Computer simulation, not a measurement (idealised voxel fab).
process module | voxel capacitor over wiring
In the cross-section labelled cut, the width is 250 nm and each square cell is 5 nm.
For the purposes of this document, a cross-section shall be understood as a grid of square cells, specified as bands listed in top-to-bottom order, each band consisting of one or more rows of cells. What a band's entry tells you: where the top is and where the bottom is, as heights in nm, and after that what lies inside, material by material from left to right, each with its width in nm. Empty space is written as the word "air", and a single material marked with the word "all across" occupies the band from edge to edge. Note: height 0 marks the level under which the wafer is uniformly one material as received. Lowest band unbounded below, written "0 nm and below". Width "30 to 40": first value at the band's top row of cells, second value at its bottom row, equal change from row to row. Basically "identical to before" means that step didn't change any cell in the cross-section. The entry "Unvented internal voids" lists the empty spaces that cover at least 8 cells and have no open path to the top. Each is written as width x height at distance, where the distance is measured from the left edge and all three values are in nm. It should be noted that, on the line of a given step, the content following the step's settings is a remark produced by the simulator itself with respect to that step. On any step carrying a mask, the "overlay nm" setting, if present on the step's line, tells how far right of its planned place the mask lay; negative values point to the left.

THE STEPS PLANNED FOR THE PROCESS ARE AS FOLLOWS
| 1 | RECEIVE with material Si |
| 2 | CONFORMAL_DEP with material SiO2, thk nm 15 |
| 3 | DIRECTIONAL_DEP with material TiN, thk nm 5 |
| 4 | DIRECTIONAL_DEP with material W, thk nm 15 |
| 5 | MASKED_ETCH with tone cover, mask id METAL_1, width nm 25, pitch nm 75, etch materials W, depth nm 15, overlay nm 0 |
| 6 | MASKED_ETCH with tone cover, mask id METAL_1, width nm 25, pitch nm 75, etch materials TiN, depth nm 5, overlay nm 0 |
| 7 | FILL_DEP with material lowk, thk nm 10 |
| 8 | CMP with height nm 35 |
| 9 | CONFORMAL_DEP with material SiCN, thk nm 5 |
| 10 | DIRECTIONAL_DEP with material SiO2, thk nm 15 |
| 11 | DIRECTIONAL_DEP with material aC, thk nm 15 |
| 12 | PATTERN with tone open, mask id PLUG_1, material resist, width nm 15, thk nm 30, overlay nm 0 |
| 13 | DIRECTIONAL_ETCH with etch materials aC, depth nm 15 |
| 14 | STRIP with etch materials resist |
| 15 | DIRECTIONAL_ETCH with etch materials SiO2, depth nm 15 |
| 16 | DIRECTIONAL_ETCH with etch materials SiCN, depth nm 5 |
| 17 | STRIP with etch materials aC |
| 18 | CONFORMAL_DEP with material TiN, thk nm 5 |
| 19 | FILL_DEP with material Cu, thk nm 10 |
| 20 | CMP with height nm 55 |
| 21 | DIRECTIONAL_DEP with material TiN, thk nm 5 |
| 22 | DIRECTIONAL_DEP with material Al2O3, thk nm 5 |
| 23 | DIRECTIONAL_DEP with material TiN, thk nm 10 |
| 24 | DIRECTIONAL_DEP with material aC, thk nm 10 |
| 25 | PATTERN with tone cover, mask id UPPER_PLATE, material resist, width nm 55, thk nm 30, overlay nm 0 |
| 26 | DIRECTIONAL_ETCH with etch materials aC, depth nm 10 |
| 27 | STRIP with etch materials resist |
| 28 | DIRECTIONAL_ETCH with etch materials TiN, depth nm 10 |
| 29 | DIRECTIONAL_ETCH with etch materials Al2O3, depth nm 5 |
| 30 | STRIP with etch materials aC |
| 31 | DIRECTIONAL_DEP with material aC, thk nm 15 |
| 32 | PATTERN with tone cover, mask id LOWER_PLATE, material resist, width nm 65, thk nm 30, overlay nm 0 |
| 33 | DIRECTIONAL_ETCH with etch materials aC, depth nm 15 |
| 34 | STRIP with etch materials resist |
| 35 | DIRECTIONAL_ETCH with etch materials TiN, depth nm 5 |
| 36 | STRIP with etch materials aC |
| 37 | FILL_DEP with material SiO2, thk nm 20 |
| 38 | CMP with height nm 90 |
| 39 | DIRECTIONAL_DEP with material aC, thk nm 10 |
| 40 | PATTERN with tone open, mask id PLUG_2, material resist, width nm 15, thk nm 30, overlay nm 0 |
| 41 | DIRECTIONAL_ETCH with etch materials aC, depth nm 10 |
| 42 | STRIP with etch materials resist |
| 43 | DIRECTIONAL_ETCH with etch materials SiO2, depth nm 15 |
| 44 | STRIP with etch materials aC |
| 45 | CONFORMAL_DEP with material TiN, thk nm 5 |
| 46 | FILL_DEP with material W, thk nm 5 |
| 47 | CMP with height nm 90 |
| 48 | CONFORMAL_DEP with material SiCN, thk nm 5 |

RECEIVED-STATE CROSS-SECTION, REFLECTING COMPLETION OF STEP 1
    0 nm and below: Si all across
    Unvented internal voids: none

WAFER CROSS-SECTION AT MODULE END: FIRST OF TWO, RUN TO PLAN
    95 nm to 90 nm: SiCN all across
    90 nm to 80 nm: SiO2 (95) / TiN (5) / W (5) / TiN (5) / SiO2 (140)
    80 nm to 75 nm: SiO2 (95) / TiN (15) / SiO2 (140)
    75 nm to 65 nm: SiO2 (85) / TiN (55) / SiO2 (110)
    65 nm to 60 nm: SiO2 (85) / Al2O3 (55) / SiO2 (110)
    60 nm to 55 nm: SiO2 (80) / TiN (65) / SiO2 (105)
    55 nm to 40 nm: SiO2 (85) / TiN (5) / Cu (5) / TiN (5) / SiO2 (150)
    40 nm to 35 nm: SiCN (85) / TiN (15) / SiCN (150)
    35 nm to 20 nm: lowk (75) / W (25) / lowk (50) / W (25) / lowk (75)
    20 nm to 15 nm: lowk (75) / TiN (25) / lowk (50) / TiN (25) / lowk (75)
    15 nm to 0 nm: SiO2 all across
    0 nm and below: Si all across
    Unvented internal voids: none

CROSS-SECTIONAL VIEW OF THE SECOND OF TWO WAFERS UPON COMPLETION OF THE MODULE. THIS WAFER SHARED ITS STARTING CONDITION AND PROCESS PLAN WITH THE FIRST; ONE ERROR WAS MADE DURING ITS EXECUTION
    95 nm to 90 nm: SiCN all across
    90 nm to 85 nm: SiO2 (95) / TiN (15) / SiO2 (140)
    85 nm to 75 nm: SiO2 (85) / TiN (55) / SiO2 (110)
    75 nm to 70 nm: SiO2 (85) / Al2O3 (55) / SiO2 (110)
    70 nm to 60 nm: Al2O3 all across
    60 nm to 55 nm: TiN all across
    55 nm to 40 nm: SiO2 (85) / TiN (5) / Cu (5) / TiN (5) / SiO2 (150)
    40 nm to 35 nm: SiCN (85) / TiN (15) / SiCN (150)
    35 nm to 20 nm: lowk (75) / W (25) / lowk (50) / W (25) / lowk (75)
    20 nm to 15 nm: lowk (75) / TiN (25) / lowk (50) / TiN (25) / lowk (75)
    15 nm to 0 nm: SiO2 all across
    0 nm and below: Si all across
    Unvented internal voids: none
Nonconformance to the process plan: step 22 went in with a setting other than planned; the actual run was DIRECTIONAL_DEP with material Al2O3, thk nm 15
The closing comparison, in cells, has the second wafer with more or fewer of some materials than the first: Al2O3 +100, SiO2 -131, TiN +33, W -2
